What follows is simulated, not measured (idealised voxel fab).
You're looking at the process module voxel tone inversion.
Cross-section cut: width 180 nm, square cells of 5 nm.
When this document writes out a cross-section, it uses a grid of square cells and lists it as bands, beginning at the top and moving down, with a band standing for one or more rows of cells.
Heads up on the band format: heights come first, top then bottom, in nm. After that it's the materials left to right, each with its width in nm. A single material flagged "edge to edge" fills the whole band edge to edge, and "air" means there's empty space there.
Heights are measured from 0, the level below which the as-received wafer is all one material; the lowest band has no bottom and continues downward, written as in "z 0 and below".
Read "30 to 40" as a graded width: first number on top, second number at the bottom, same change between each pair of neighbouring rows.
You'll sometimes find "identical to before" written for a step, and that's the way of saying that nowhere in the cross-section did a cell change during that step.
For the entry "Enclosed cavity list", the listed items are empty spaces with no open way to the top whose size is 8 cells or more; each item follows the pattern width x height at distance, where distance is from the left edge and all three are in nm.
Step line, after settings: the simulator's comment on this step.
If you see "overlay nm" on a step's line and that step has a mask, it's telling you how far right of where it was planned the mask ended up; a negative number means it went left instead.

Here's what the planned process steps look like
1,RECEIVE,material Si
2,CONFORMAL_DEP,material SiCN,thk nm 5
3,DIRECTIONAL_DEP,material aC,thk nm 15
4,PATTERN,tone cover,mask id POSTS,material resist,width nm 15,pitch nm 45,thk nm 25,overlay nm 0
5,DIRECTIONAL_ETCH,etch materials aC,depth nm 15
6,STRIP,etch materials resist
7,FILL_DEP,material SiO2,thk nm 10
8,CMP,height nm 20
9,STRIP,etch materials aC

Cross-sectional view of the wafer in its as-received condition, corresponding to the state after step 1
  z 0 and below: Si edge to edge
  Enclosed cavity list: none

Wafer cross-section at module end: first of two, run to plan
  z 20 to 5: SiO2=60; air=15; SiO2=30; air=15; SiO2=60
  z 5 to 0: SiCN edge to edge
  z 0 and below: Si edge to edge
  Enclosed cavity list: none

second wafer at the end: like start, like plan, one mistake
  z 20 to 15: SiCN edge to edge
  z 15 to 0: aC edge to edge
  z 0 and below: Si edge to edge
  Enclosed cavity list: none
Run error: the executed order of steps 2 and 3 is the reverse of that specified in the plan, each step having taken the other's position
Per the end-of-run cell counts, the second wafer holds more or fewer of some materials than the first: -90 SiO2 | +108 aC
